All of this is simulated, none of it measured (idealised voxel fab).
Process module in this document: voxel wiring stack
Shown is cross-section cut, with a width of 250 nm and square cells of size 5 nm.
Throughout this document, each cross-section is represented as a grid of square cells and is presented as a sequence of bands enumerated from the top downward, where a band comprises one or more rows of cells.
Each band's line starts with the height of the band's top and of its bottom, in nm. Then come its materials from left to right, each with its width in nm. One material with "all across" fills the band from edge to edge. "air" is empty space.
Where do heights start? At 0: under that level the wafer as delivered is made of one material only. And the lowest band has no floor; it just carries on downward, as in "z 0 and below".
The two numbers in a width such as "30->40" mark its ends across the band: the first belongs to the top row of cells, the second to the bottom row, and from each row to the next the width moves by the same amount.
The designation "nothing got changed", where it is given for a processing step, indicates that no cell of the cross-section was altered in the course of that step.
Closed empty spaces (no open way to the top) of 8 cells or more are what "Sealed cavities" lists, each as width x height at distance from the left edge, nm for all three.
Where a step's line continues beyond its settings, the continuation is a remark by the simulator itself on that step.
The setting "overlay nm" may be written on the line of a step. When the step uses a mask, the value reports how far to the right of the planned place the mask lay, and a negative value reports that it lay to the left.
Note: before/after cross-section pairs follow, one process step per pair, after-side truncated at the lowest changed band, step and settings given beneath. Different runs of this module on the same starting wafer may supply the pairs; a pair continues the one above only where the "Structure before processing" entry says so.
-- Structure before processing
> z 0 and below: Si all across
> Sealed cavities: none
-- Step Outcome
> z 15 to 0: SiO2 all across
> Below 0, the layers are the same as they were.
> Sealed cavities: none
So what happened between those two cross-sections up there? CONFORMAL_DEP, material SiO2, thk nm 15
Structure before processing: The structure entering this step is exactly what the pair just above shows after its step.
-- Step Outcome
> z 20 to 15: SiN all across
> Below 15, the layers are the same as they were.
> Sealed cavities: none
So what happened between those two cross-sections up there? CONFORMAL_DEP, material SiN, thk nm 5
Structure before processing: The structure entering this step is exactly what the pair just above shows after its step.
-- Step Outcome
> z 35 to 20: SiO2 all across
> Below 20, the layers are the same as they were.
> Sealed cavities: none
So what happened between those two cross-sections up there? DIRECTIONAL_DEP, material SiO2, thk nm 15
Structure before processing: The structure entering this step is exactly what the pair just above shows after its step.
-- Step Outcome
> z 50 to 35: aC all across
> Below 35, the layers are the same as they were.
> Sealed cavities: none
So what happened between those two cross-sections up there? DIRECTIONAL_DEP, material aC, thk nm 15
Structure before processing: The structure entering this step is exactly what the pair just above shows after its step.
-- Step Outcome
> z 80 to 50: 80 nm resist, 30 nm air, 30 nm resist, 30 nm air, 80 nm resist
> Below 50, the layers are the same as they were.
> Sealed cavities: none
So what happened between those two cross-sections up there? PATTERN, tone open, mask id METAL_1, material resist, width nm 30, pitch nm 60, thk nm 30, overlay nm 0
Structure before processing: The structure entering this step is exactly what the pair just above shows after its step.
-- Step Outcome
> z 65 to 50: 80 nm resist, 30 nm air, 30 nm resist, 30 nm air, 80 nm resist
> z 50 to 35: 80 nm aC, 30 nm air, 30 nm aC, 30 nm air, 80 nm aC
> Below 35, the layers are the same as they were.
> Sealed cavities: none
So what happened between those two cross-sections up there? DIRECTIONAL_ETCH, etch materials aC, depth nm 15
Structure before processing: The structure entering this step is exactly what the pair just above shows after its step.
-- Step Outcome
> z 50 to 35: 80 nm aC, 30 nm air, 30 nm aC, 30 nm air, 80 nm aC
> Below 35, the layers are the same as they were.
> Sealed cavities: none
So what happened between those two cross-sections up there? STRIP, etch materials resist
Structure before processing: The structure entering this step is exactly what the pair just above shows after its step.
-- Step Outcome
> z 50 to 35: 80 nm aC, 30 nm air, 30 nm aC, 30 nm air, 80 nm aC
> z 35 to 20: 80 nm SiO2, 30 nm air, 30 nm SiO2, 30 nm air, 80 nm SiO2
> Below 20, the layers are the same as they were.
> Sealed cavities: none
So what happened between those two cross-sections up there? DIRECTIONAL_ETCH, etch materials SiO2, depth nm 15
Structure before processing: The structure entering this step is exactly what the pair just above shows after its step.
-- Step Outcome
> z 50 to 35: 80 nm aC, 30 nm air, 30 nm aC, 30 nm air, 80 nm aC
> z 35 to 20: 80 nm SiO2, 30 nm air, 30 nm SiO2, 30 nm air, 80 nm SiO2
> z 20 to 15: 80 nm SiN, 30 nm air, 30 nm SiN, 30 nm air, 80 nm SiN
> Below 15, the layers are the same as they were.
> Sealed cavities: none
So what happened between those two cross-sections up there? DIRECTIONAL_ETCH, etch materials SiN, depth nm 5
Structure before processing: The structure entering this step is exactly what the pair just above shows after its step.
-- Step Outcome
> z 35 to 20: 80 nm SiO2, 30 nm air, 30 nm SiO2, 30 nm air, 80 nm SiO2
> Below 20, the layers are the same as they were.
> Sealed cavities: none
So what happened between those two cross-sections up there? STRIP, etch materials aC
Structure before processing: The structure entering this step is exactly what the pair just above shows after its step.
-- Step Outcome
> z 40 to 35: 85 nm TiN, 20 nm air, 40 nm TiN, 20 nm air, 85 nm TiN
> z 35 to 20: 80 nm SiO2, 5 nm TiN, 20 nm air, 5 nm TiN, 30 nm SiO2, 5 nm TiN, 20 nm air, 5 nm TiN, 80 nm SiO2
> z 20 to 15: 80 nm SiN, 30 nm TiN, 30 nm SiN, 30 nm TiN, 80 nm SiN
> Below 15, the layers are the same as they were.
> Sealed cavities: none
So what happened between those two cross-sections up there? CONFORMAL_DEP, material TiN, thk nm 5
Structure before processing: The structure entering this step is exactly what the pair just above shows after its step.
-- Step Outcome
> z 50 to 40: Cu all across
> z 40 to 35: 85 nm TiN, 20 nm Cu, 40 nm TiN, 20 nm Cu, 85 nm TiN
> z 35 to 20: 80 nm SiO2, 5 nm TiN, 20 nm Cu, 5 nm TiN, 30 nm SiO2, 5 nm TiN, 20 nm Cu, 5 nm TiN, 80 nm SiO2
> Below 20, the layers are the same as they were.
> Sealed cavities: none
So what happened between those two cross-sections up there? FILL_DEP, material Cu, thk nm 10
Structure before processing: The structure entering this step is exactly what the pair just above shows after its step.
-- Step Outcome
> z 35 to 20: 80 nm SiO2, 5 nm TiN, 20 nm Cu, 5 nm TiN, 30 nm SiO2, 5 nm TiN, 20 nm Cu, 5 nm TiN, 80 nm SiO2
> Below 20, the layers are the same as they were.
> Sealed cavities: none
So what happened between those two cross-sections up there? CMP, height nm 35
Structure before processing: The structure entering this step is exactly what the pair just above shows after its step.
-- Step Outcome
> z 40 to 35: 75 nm air, 40 nm Ru, 20 nm air, 40 nm Ru, 75 nm air
> Below 35, the layers are the same as they were.
> Sealed cavities: none
So what happened between those two cross-sections up there? EPI, material Ru, thk nm 5
Structure before processing: The structure entering this step is exactly what the pair just above shows after its step.
-- Step Outcome
> z 45 to 40: SiCN all across
> z 40 to 35: 75 nm SiCN, 40 nm Ru, 20 nm SiCN, 40 nm Ru, 75 nm SiCN
> Below 35, the layers are the same as they were.
> Sealed cavities: none
So what happened between those two cross-sections up there? FILL_DEP, material SiCN, thk nm 5
Structure before processing: The structure entering this step is exactly what the pair just above shows after its step.
-- Step Outcome
> z 55 to 45: SiO2 all across
> Below 45, the layers are the same as they were.
> Sealed cavities: none
So what happened between those two cross-sections up there? DIRECTIONAL_DEP, material SiO2, thk nm 10
Structure before processing: The structure entering this step is exactly what the pair just above shows after its step.
-- Step Outcome
> z 70 to 55: aC all across
> Below 55, the layers are the same as they were.
> Sealed cavities: none
So what happened between those two cross-sections up there? DIRECTIONAL_DEP, material aC, thk nm 15
Structure before processing: The structure entering this step is exactly what the pair just above shows after its step.
-- Step Outcome
> z 100 to 70: 80 nm resist, 15 nm air, 45 nm resist, 15 nm air, 95 nm resist
> Below 70, the layers are the same as they were.
> Sealed cavities: none
So what happened between those two cross-sections up there? PATTERN, tone open, mask id PLUG_1, material resist, width nm 15, pitch nm 60, thk nm 30, overlay nm 0
Structure before processing: The structure entering this step is exactly what the pair just above shows after its step.
-- Step Outcome
> z 85 to 70: 80 nm resist, 15 nm air, 45 nm resist, 15 nm air, 95 nm resist
> z 70 to 55: 80 nm aC, 15 nm air, 45 nm aC, 15 nm air, 95 nm aC
> Below 55, the layers are the same as they were.
> Sealed cavities: none
So what happened between those two cross-sections up there? DIRECTIONAL_ETCH, etch materials aC, depth nm 15
Structure before processing: The structure entering this step is exactly what the pair just above shows after its step.
-- Step Outcome
> z 70 to 55: 80 nm aC, 15 nm air, 45 nm aC, 15 nm air, 95 nm aC
> Below 55, the layers are the same as they were.
> Sealed cavities: none
So what happened between those two cross-sections up there? STRIP, etch materials resist
Structure before processing: The structure entering this step is exactly what the pair just above shows after its step.
-- Step Outcome
> z 70 to 55: 80 nm aC, 15 nm air, 45 nm aC, 15 nm air, 95 nm aC
> z 55 to 45: 80 nm SiO2, 15 nm air, 45 nm SiO2, 15 nm air, 95 nm SiO2
> Below 45, the layers are the same as they were.
> Sealed cavities: none
So what happened between those two cross-sections up there? DIRECTIONAL_ETCH, etch materials SiO2, depth nm 10
Structure before processing: The structure entering this step is exactly what the pair just above shows after its step.
-- Step Outcome
> z 70 to 55: 80 nm aC, 15 nm air, 45 nm aC, 15 nm air, 95 nm aC
> z 55 to 45: 80 nm SiO2, 15 nm air, 45 nm SiO2, 15 nm air, 95 nm SiO2
> z 45 to 40: 80 nm SiCN, 15 nm air, 45 nm SiCN, 15 nm air, 95 nm SiCN
> Below 40, the layers are the same as they were.
> Sealed cavities: none
So what happened between those two cross-sections up there? DIRECTIONAL_ETCH, etch materials SiCN, depth nm 5
Structure before processing: The structure entering this step is exactly what the pair just above shows after its step.
-- Step Outcome
> z 55 to 45: 80 nm SiO2, 15 nm air, 45 nm SiO2, 15 nm air, 95 nm SiO2
> Below 45, the layers are the same as they were.
> Sealed cavities: none
So what happened between those two cross-sections up there? STRIP, etch materials aC
Structure before processing: The structure entering this step is exactly what the pair just above shows after its step.
-- Step Outcome
> z 55 to 50: 80 nm SiO2, 15 nm air, 45 nm SiO2, 15 nm air, 95 nm SiO2
> z 50 to 45: 80 nm SiO2, 15 nm Ru, 45 nm SiO2, 15 nm Ru, 95 nm SiO2
> z 45 to 35: 80->75 nm SiCN, 15->40 nm Ru, 45->20 nm SiCN, 15->40 nm Ru, 95->75 nm SiCN
> Below 35, the layers are the same as they were.
> Sealed cavities: none
So what happened between those two cross-sections up there? EPI, material Ru, thk nm 10
Structure before processing: The structure entering this step is exactly what the pair just above shows after its step.
-- Step Outcome
> z 55 to 45: 80 nm SiO2, 15 nm Ru, 45 nm SiO2, 15 nm Ru, 95 nm SiO2
> Below 45, the layers are the same as they were.
> Sealed cavities: none
So what happened between those two cross-sections up there? EPI, material Ru, thk nm 5
Structure before processing: The structure entering this step is exactly what the pair just above shows after its step.
-- Step Outcome
> z 60 to 55: SiCN all across
> Below 55, the layers are the same as they were.
> Sealed cavities: none
So what happened between those two cross-sections up there? CONFORMAL_DEP, material SiCN, thk nm 5
Structure before processing: The structure entering this step is exactly what the pair just above shows after its step.
-- Step Outcome
> z 80 to 60: lowk all across
> Below 60, the layers are the same as they were.
> Sealed cavities: none
So what happened between those two cross-sections up there? DIRECTIONAL_DEP, material lowk, thk nm 20
Structure before processing: The structure entering this step is exactly what the pair just above shows after its step.
-- Step Outcome
> z 95 to 80: aC all across
> Below 80, the layers are the same as they were.
> Sealed cavities: none
So what happened between those two cross-sections up there? DIRECTIONAL_DEP, material aC, thk nm 15
Structure before processing: The structure entering this step is exactly what the pair just above shows after its step.
-- Step Outcome
> z 125 to 95: 80 nm resist, 30 nm air, 30 nm resist, 30 nm air, 80 nm resist
> Below 95, the layers are the same as they were.
> Sealed cavities: none
So what happened between those two cross-sections up there? PATTERN, tone open, mask id METAL_2, material resist, width nm 30, pitch nm 60, thk nm 30, overlay nm 0
Structure before processing: The structure entering this step is exactly what the pair just above shows after its step.
-- Step Outcome
> z 110 to 95: 80 nm resist, 30 nm air, 30 nm resist, 30 nm air, 80 nm resist
> z 95 to 80: 80 nm aC, 30 nm air, 30 nm aC, 30 nm air, 80 nm aC
> Below 80, the layers are the same as they were.
> Sealed cavities: none
So what happened between those two cross-sections up there? DIRECTIONAL_ETCH, etch materials aC, depth nm 15
Structure before processing: The structure entering this step is exactly what the pair just above shows after its step.
-- Step Outcome
> z 95 to 80: 80 nm aC, 30 nm air, 30 nm aC, 30 nm air, 80 nm aC
> Below 80, the layers are the same as they were.
> Sealed cavities: none
So what happened between those two cross-sections up there? STRIP, etch materials resist
Structure before processing: The structure entering this step is exactly what the pair just above shows after its step.
-- Step Outcome
> z 95 to 80: 80 nm aC, 30 nm air, 30 nm aC, 30 nm air, 80 nm aC
> z 80 to 60: 80 nm lowk, 30 nm air, 30 nm lowk, 30 nm air, 80 nm lowk
> Below 60, the layers are the same as they were.
> Sealed cavities: none
So what happened between those two cross-sections up there? DIRECTIONAL_ETCH, etch materials lowk, depth nm 20
Structure before processing: The structure entering this step is exactly what the pair just above shows after its step.
-- Step Outcome
> z 95 to 80: 80 nm aC, 30 nm air, 30 nm aC, 30 nm air, 80 nm aC
> z 80 to 60: 80 nm lowk, 30 nm air, 30 nm lowk, 30 nm air, 80 nm lowk
> z 60 to 55: 80 nm SiCN, 30 nm air, 30 nm SiCN, 30 nm air, 80 nm SiCN
> Below 55, the layers are the same as they were.
> Sealed cavities: none
So what happened between those two cross-sections up there? DIRECTIONAL_ETCH, etch materials SiCN, depth nm 5
Structure before processing: The structure entering this step is exactly what the pair just above shows after its step.
-- Step Outcome
> z 80 to 60: 80 nm lowk, 30 nm air, 30 nm lowk, 30 nm air, 80 nm lowk
> Below 60, the layers are the same as they were.
> Sealed cavities: none
So what happened between those two cross-sections up there? STRIP, etch materials aC
Structure before processing: The structure entering this step is exactly what the pair just above shows after its step.
-- Step Outcome
> z 85 to 80: 85 nm TiN, 20 nm air, 40 nm TiN, 20 nm air, 85 nm TiN
> z 80 to 60: 80 nm lowk, 5 nm TiN, 20 nm air, 5 nm TiN, 30 nm lowk, 5 nm TiN, 20 nm air, 5 nm TiN, 80 nm lowk
> z 60 to 55: 80 nm SiCN, 30 nm TiN, 30 nm SiCN, 30 nm TiN, 80 nm SiCN
> Below 55, the layers are the same as they were.
> Sealed cavities: none
So what happened between those two cross-sections up there? CONFORMAL_DEP, material TiN, thk nm 5
Structure before processing: The structure entering this step is exactly what the pair just above shows after its step.
-- Step Outcome
> z 95 to 85: W all across
> z 85 to 80: 85 nm TiN, 20 nm W, 40 nm TiN, 20 nm W, 85 nm TiN
> z 80 to 60: 80 nm lowk, 5 nm TiN, 20 nm W, 5 nm TiN, 30 nm lowk, 5 nm TiN, 20 nm W, 5 nm TiN, 80 nm lowk
> Below 60, the layers are the same as they were.
> Sealed cavities: none
So what happened between those two cross-sections up there? FILL_DEP, material W, thk nm 10
Structure before processing: The structure entering this step is exactly what the pair just above shows after its step.
-- Step Outcome
> z 80 to 60: 80 nm lowk, 5 nm TiN, 20 nm W, 5 nm TiN, 30 nm lowk, 5 nm TiN, 20 nm W, 5 nm TiN, 80 nm lowk
> Below 60, the layers are the same as they were.
> Sealed cavities: none
So what happened between those two cross-sections up there? CMP, height nm 80
Structure before processing: The structure entering this step is exactly what the pair just above shows after its step.
-- Step Outcome
> z 85 to 80: SiCN all across
> Below 80, the layers are the same as they were.
> Sealed cavities: none
So what happened between those two cross-sections up there? CONFORMAL_DEP, material SiCN, thk nm 5
Structure before processing: The structure entering this step is exactly what the pair just above shows after its step.
-- Step Outcome
> z 115 to 85: SiO2 all across
> Below 85, the layers are the same as they were.
> Sealed cavities: none
So what happened between those two cross-sections up there? DIRECTIONAL_DEP, material SiO2, thk nm 30
Structure before processing: The structure entering this step is exactly what the pair just above shows after its step.
-- Step Outcome
> z 130 to 115: aC all across
> Below 115, the layers are the same as they were.
> Sealed cavities: none
So what happened between those two cross-sections up there? DIRECTIONAL_DEP, material aC, thk nm 15
Structure before processing: The structure entering this step is exactly what the pair just above shows after its step.
-- Step Outcome
> z 165 to 130: 80 nm resist, 15 nm air, 45 nm resist, 15 nm air, 95 nm resist
> Below 130, the layers are the same as they were.
> Sealed cavities: none
So what happened between those two cross-sections up there? PATTERN, tone open, mask id METAL_3_HOLES, material resist, width nm 15, pitch nm 60, thk nm 35, overlay nm 0
Structure before processing: The structure entering this step is exactly what the pair just above shows after its step.
-- Step Outcome
> z 150 to 130: 80 nm resist, 15 nm air, 45 nm resist, 15 nm air, 95 nm resist
> z 130 to 115: 80 nm aC, 15 nm air, 45 nm aC, 15 nm air, 95 nm aC
> Below 115, the layers are the same as they were.
> Sealed cavities: none
So what happened between those two cross-sections up there? DIRECTIONAL_ETCH, etch materials aC, depth nm 15
Structure before processing: The structure entering this step is exactly what the pair just above shows after its step.
-- Step Outcome
> z 130 to 115: 80 nm aC, 15 nm air, 45 nm aC, 15 nm air, 95 nm aC
> Below 115, the layers are the same as they were.
> Sealed cavities: none
So what happened between those two cross-sections up there? STRIP, etch materials resist
Structure before processing: The structure entering this step is exactly what the pair just above shows after its step.
-- Step Outcome
> z 130 to 115: 80 nm aC, 15 nm air, 45 nm aC, 15 nm air, 95 nm aC
> z 115 to 85: 80 nm SiO2, 15 nm air, 45 nm SiO2, 15 nm air, 95 nm SiO2
> Below 85, the layers are the same as they were.
> Sealed cavities: none
So what happened between those two cross-sections up there? DIRECTIONAL_ETCH, etch materials SiO2, depth nm 30
Structure before processing: The structure entering this step is exactly what the pair just above shows after its step.
-- Step Outcome
> z 115 to 85: 80 nm SiO2, 15 nm air, 45 nm SiO2, 15 nm air, 95 nm SiO2
> Below 85, the layers are the same as they were.
> Sealed cavities: none
So what happened between those two cross-sections up there? STRIP, etch materials aC
Structure before processing: The structure entering this step is exactly what the pair just above shows after its step.
-- Step Outcome
> z 115 to 100: 80 nm SiO2, 30 nm air, 30 nm SiO2, 30 nm air, 80 nm SiO2
> Below 100, the layers are the same as they were.
> Sealed cavities: none
So what happened between those two cross-sections up there? MASKED_ETCH, tone open, mask id METAL_3, width nm 30, pitch nm 60, etch materials SiO2, depth nm 15, overlay nm 0
Structure before processing: The structure entering this step is exactly what the pair just above shows after its step.
-- Step Outcome
> z 115 to 100: 80 nm SiO2, 30 nm air, 30 nm SiO2, 30 nm air, 80 nm SiO2
> z 100 to 85: 80 nm SiO2, 15 nm air, 45 nm SiO2, 15 nm air, 95 nm SiO2
> z 85 to 80: 80 nm SiCN, 15 nm air, 45 nm SiCN, 15 nm air, 95 nm SiCN
> Below 80, the layers are the same as they were.
> Sealed cavities: none
So what happened between those two cross-sections up there? MASKED_ETCH, tone open, mask id METAL_3, width nm 30, pitch nm 60, etch materials SiCN, depth nm 5, overlay nm 0
Structure before processing: The structure entering this step is exactly what the pair just above shows after its step.
-- Step Outcome
> z 120 to 115: 85 nm TiN, 20 nm air, 40 nm TiN, 20 nm air, 85 nm TiN
> z 115 to 105: 80 nm SiO2, 5 nm TiN, 20 nm air, 5 nm TiN, 30 nm SiO2, 5 nm TiN, 20 nm air, 5 nm TiN, 80 nm SiO2
> z 105 to 100: 80 nm SiO2, 5 nm TiN, 5 nm air, 20 nm TiN, 30 nm SiO2, 5 nm TiN, 5 nm air, 20 nm TiN, 80 nm SiO2
> z 100 to 85: 80 nm SiO2, 5 nm TiN, 5 nm air, 5 nm TiN, 45 nm SiO2, 5 nm TiN, 5 nm air, 5 nm TiN, 95 nm SiO2
> z 85 to 80: 80 nm SiCN, 15 nm TiN, 45 nm SiCN, 15 nm TiN, 95 nm SiCN
> Below 80, the layers are the same as they were.
> Sealed cavities: none
So what happened between those two cross-sections up there? CONFORMAL_DEP, material TiN, thk nm 5
Structure before processing: The structure entering this step is exactly what the pair just above shows after its step.
-- Step Outcome
> z 130 to 120: Ru all across
> z 120 to 115: 85 nm TiN, 20 nm Ru, 40 nm TiN, 20 nm Ru, 85 nm TiN
> z 115 to 105: 80 nm SiO2, 5 nm TiN, 20 nm Ru, 5 nm TiN, 30 nm SiO2, 5 nm TiN, 20 nm Ru, 5 nm TiN, 80 nm SiO2
> z 105 to 100: 80 nm SiO2, 5 nm TiN, 5 nm Ru, 20 nm TiN, 30 nm SiO2, 5 nm TiN, 5 nm Ru, 20 nm TiN, 80 nm SiO2
> z 100 to 85: 80 nm SiO2, 5 nm TiN, 5 nm Ru, 5 nm TiN, 45 nm SiO2, 5 nm TiN, 5 nm Ru, 5 nm TiN, 95 nm SiO2
> Below 85, the layers are the same as they were.
> Sealed cavities: none
So what happened between those two cross-sections up there? FILL_DEP, material Ru, thk nm 10
Structure before processing: The structure entering this step is exactly what the pair just above shows after its step.
-- Step Outcome
> z 115 to 105: 80 nm SiO2, 5 nm TiN, 20 nm Ru, 5 nm TiN, 30 nm SiO2, 5 nm TiN, 20 nm Ru, 5 nm TiN, 80 nm SiO2
> Below 105, the layers are the same as they were.
> Sealed cavities: none
So what happened between those two cross-sections up there? CMP, height nm 115
Structure before processing: The structure entering this step is exactly what the pair just above shows after its step.
-- Step Outcome
> z 120 to 115: SiCN all across
> Below 115, the layers are the same as they were.
> Sealed cavities: none
So what happened between those two cross-sections up there? CONFORMAL_DEP, material SiCN, thk nm 5
Structure before processing: The structure entering this step is exactly what the pair just above shows after its step.
-- Step Outcome
> z 145 to 120: lowk all across
> Below 120, the layers are the same as they were.
> Sealed cavities: none
So what happened between those two cross-sections up there? DIRECTIONAL_DEP, material lowk, thk nm 25
Structure before processing: The structure entering this step is exactly what the pair just above shows after its step.
-- Step Outcome
> z 160 to 145: 80 nm resist, 15 nm air, 155 nm resist
> Below 145, the layers are the same as they were.
> Sealed cavities: none
So what happened between those two cross-sections up there? PATTERN, tone open, mask id METAL_4_HOLES, material resist, width nm 15, thk nm 15, overlay nm 0
Structure before processing: The structure entering this step is exactly what the pair just above shows after its step.
-- Step Outcome
> z 160 to 145: 80 nm resist, 15 nm air, 155 nm resist
> z 145 to 120: 80 nm lowk, 15 nm air, 155 nm lowk
> Below 120, the layers are the same as they were.
> Sealed cavities: none
So what happened between those two cross-sections up there? DIRECTIONAL_ETCH, etch materials lowk, depth nm 25
Structure before processing: The structure entering this step is exactly what the pair just above shows after its step.
-- Step Outcome
> z 145 to 120: 80 nm lowk, 15 nm air, 155 nm lowk
> Below 120, the layers are the same as they were.
> Sealed cavities: none
So what happened between those two cross-sections up there? STRIP, etch materials resist
Structure before processing: The structure entering this step is exactly what the pair just above shows after its step.
-- Step Outcome
> z 145 to 130: 80 nm lowk, 30 nm air, 30 nm lowk, 30 nm air, 80 nm lowk
> Below 130, the layers are the same as they were.
> Sealed cavities: none
So what happened between those two cross-sections up there? MASKED_ETCH, tone open, mask id METAL_4, width nm 30, pitch nm 60, etch materials lowk, depth nm 15, overlay nm 0
Structure before processing: The structure entering this step is exactly what the pair just above shows after its step.
-- Step Outcome
> z 145 to 130: 80 nm lowk, 30 nm air, 30 nm lowk, 30 nm air, 80 nm lowk
> z 130 to 120: 80 nm lowk, 15 nm air, 155 nm lowk
> z 120 to 115: 80 nm SiCN, 15 nm air, 155 nm SiCN
> Below 115, the layers are the same as they were.
> Sealed cavities: none
So what happened between those two cross-sections up there? MASKED_ETCH, tone open, mask id METAL_4, width nm 30, pitch nm 60, etch materials SiCN, depth nm 5, overlay nm 0
Structure before processing: The structure entering this step is exactly what the pair just above shows after its step.
-- Step Outcome
> z 150 to 145: 85 nm TiN, 20 nm air, 40 nm TiN, 20 nm air, 85 nm TiN
> z 145 to 135: 80 nm lowk, 5 nm TiN, 20 nm air, 5 nm TiN, 30 nm lowk, 5 nm TiN, 20 nm air, 5 nm TiN, 80 nm lowk
> z 135 to 130: 80 nm lowk, 5 nm TiN, 5 nm air, 20 nm TiN, 30 nm lowk, 30 nm TiN, 80 nm lowk
> z 130 to 120: 80 nm lowk, 5 nm TiN, 5 nm air, 5 nm TiN, 155 nm lowk
> z 120 to 115: 80 nm SiCN, 15 nm TiN, 155 nm SiCN
> Below 115, the layers are the same as they were.
> Sealed cavities: none
So what happened between those two cross-sections up there? CONFORMAL_DEP, material TiN, thk nm 5
Structure before processing: The structure entering this step is exactly what the pair just above shows after its step.
-- Step Outcome
> z 160 to 150: Cu all across
> z 150 to 145: 85 nm TiN, 20 nm Cu, 40 nm TiN, 20 nm Cu, 85 nm TiN
> z 145 to 135: 80 nm lowk, 5 nm TiN, 20 nm Cu, 5 nm TiN, 30 nm lowk, 5 nm TiN, 20 nm Cu, 5 nm TiN, 80 nm lowk
> z 135 to 130: 80 nm lowk, 5 nm TiN, 5 nm Cu, 20 nm TiN, 30 nm lowk, 30 nm TiN, 80 nm lowk
> z 130 to 120: 80 nm lowk, 5 nm TiN, 5 nm Cu, 5 nm TiN, 155 nm lowk
> Below 120, the layers are the same as they were.
> Sealed cavities: none
So what happened between those two cross-sections up there? FILL_DEP, material Cu, thk nm 10
Structure before processing: The structure entering this step is exactly what the pair just above shows after its step.
-- Step Outcome
> z 145 to 135: 80 nm lowk, 5 nm TiN, 20 nm Cu, 5 nm TiN, 30 nm lowk, 5 nm TiN, 20 nm Cu, 5 nm TiN, 80 nm lowk
> Below 135, the layers are the same as they were.
> Sealed cavities: none
So what happened between those two cross-sections up there? CMP, height nm 145
Structure before processing: The structure entering this step is exactly what the pair just above shows after its step.
-- Step Outcome
> z 150 to 145: SiCN all across
> Below 145, the layers are the same as they were.
> Sealed cavities: none
So what happened between those two cross-sections up there? CONFORMAL_DEP, material SiCN, thk nm 5
-- Structure before processing
> z 160 to 150: Cu all across
> z 150 to 145: 85 nm TiN, 20 nm Cu, 40 nm TiN, 20 nm Cu, 85 nm TiN
> z 145 to 135: 80 nm lowk, 5 nm TiN, 20 nm Cu, 5 nm TiN, 30 nm lowk, 5 nm TiN, 20 nm Cu, 5 nm TiN, 80 nm lowk
> z 135 to 130: 80 nm lowk, 5 nm TiN, 5 nm Cu, 20 nm TiN, 30 nm lowk, 30 nm TiN, 80 nm lowk
> z 130 to 120: 80 nm lowk, 5 nm TiN, 5 nm Cu, 5 nm TiN, 155 nm lowk
> z 120 to 115: 80 nm SiCN, 15 nm TiN, 155 nm SiCN
> z 115 to 105: 80 nm SiO2, 5 nm TiN, 20 nm Ru, 5 nm TiN, 30 nm SiO2, 5 nm TiN, 20 nm Ru, 5 nm TiN, 80 nm SiO2
> z 105 to 100: 80 nm SiO2, 5 nm TiN, 5 nm Ru, 20 nm TiN, 30 nm SiO2, 5 nm TiN, 5 nm Ru, 20 nm TiN, 80 nm SiO2
> z 100 to 85: 80 nm SiO2, 5 nm TiN, 5 nm Ru, 5 nm TiN, 45 nm SiO2, 5 nm TiN, 5 nm Ru, 5 nm TiN, 95 nm SiO2
> z 85 to 80: 80 nm SiCN, 15 nm TiN, 45 nm SiCN, 15 nm TiN, 95 nm SiCN
> z 80 to 60: 80 nm lowk, 5 nm TiN, 20 nm W, 5 nm TiN, 30 nm lowk, 5 nm TiN, 20 nm W, 5 nm TiN, 80 nm lowk
> z 60 to 55: 80 nm SiCN, 30 nm TiN, 30 nm SiCN, 30 nm TiN, 80 nm SiCN
> z 55 to 45: 80 nm SiO2, 15 nm Ru, 45 nm SiO2, 15 nm Ru, 95 nm SiO2
> z 45 to 35: 80->75 nm SiCN, 15->40 nm Ru, 45->20 nm SiCN, 15->40 nm Ru, 95->75 nm SiCN
> z 35 to 20: 80 nm SiO2, 5 nm TiN, 20 nm Cu, 5 nm TiN, 30 nm SiO2, 5 nm TiN, 20 nm Cu, 5 nm TiN, 80 nm SiO2
> z 20 to 15: 80 nm SiN, 30 nm TiN, 30 nm SiN, 30 nm TiN, 80 nm SiN
> z 15 to 0: SiO2 all across
> z 0 and below: Si all across
> Sealed cavities: none
-- Step Outcome
> z 165 to 160: SiCN all across
> Below 160, the layers are the same as they were.
> Sealed cavities: none
So what happened between those two cross-sections up there? CONFORMAL_DEP, material SiCN, thk nm 5
-- Structure before processing
> z 55 to 50: 80 nm SiO2, 15 nm air, 45 nm SiO2, 15 nm air, 95 nm SiO2
> z 50 to 45: 80 nm SiO2, 15 nm Ru, 45 nm SiO2, 15 nm Ru, 95 nm SiO2
> z 45 to 35: 80->75 nm SiCN, 15->40 nm Ru, 45->20 nm SiCN, 15->40 nm Ru, 95->75 nm SiCN
> z 35 to 20: 80 nm SiO2, 5 nm TiN, 20 nm Cu, 5 nm TiN, 30 nm SiO2, 5 nm TiN, 20 nm Cu, 5 nm TiN, 80 nm SiO2
> z 20 to 15: 80 nm SiN, 30 nm TiN, 30 nm SiN, 30 nm TiN, 80 nm SiN
> z 15 to 0: SiO2 all across
> z 0 and below: Si all across
> Sealed cavities: none
-- Step Outcome
> z 60 to 55: 75 nm air, 25 nm Ru, 35 nm air, 25 nm Ru, 90 nm air
> z 55 to 45: 80 nm SiO2, 15 nm Ru, 45 nm SiO2, 15 nm Ru, 95 nm SiO2
> Below 45, the layers are the same as they were.
> Sealed cavities: none
So what happened between those two cross-sections up there? EPI, material Ru, thk nm 10
Structure before processing: The structure entering this step is exactly what the pair just above shows after its step.
-- Step Outcome
> z 65 to 55: 70 nm air, 35 nm Ru, 25 nm air, 35 nm Ru, 85 nm air
> Below 55, the layers are the same as they were.
> Sealed cavities: none
So what happened between those two cross-sections up there? EPI, material Ru, thk nm 5
Structure before processing: The structure entering this step is exactly what the pair just above shows after its step.
-- Step Outcome
> z 70 to 65: 65 nm air, 45 nm SiCN, 15 nm air, 45 nm SiCN, 80 nm air
> z 65 to 60: 65 nm air, 5 nm SiCN, 35 nm Ru, 5 nm SiCN, 15 nm air, 5 nm SiCN, 35 nm Ru, 5 nm SiCN, 80 nm air
> z 60 to 55: 70 nm SiCN, 35 nm Ru, 25 nm SiCN, 35 nm Ru, 85 nm SiCN
> Below 55, the layers are the same as they were.
> Sealed cavities: none
So what happened between those two cross-sections up there? CONFORMAL_DEP, material SiCN, thk nm 5
Structure before processing: The structure entering this step is exactly what the pair just above shows after its step.
-- Step Outcome
> z 90 to 80: 65 nm air, 45 nm lowk, 15 nm air, 45 nm lowk, 80 nm air
> z 80 to 70: lowk all across
> z 70 to 65: 65 nm lowk, 45 nm SiCN, 15 nm lowk, 45 nm SiCN, 80 nm lowk
> z 65 to 60: 65 nm lowk, 5 nm SiCN, 35 nm Ru, 5 nm SiCN, 15 nm lowk, 5 nm SiCN, 35 nm Ru, 5 nm SiCN, 80 nm lowk
> Below 60, the layers are the same as they were.
> Sealed cavities: none
So what happened between those two cross-sections up there? DIRECTIONAL_DEP, material lowk, thk nm 20
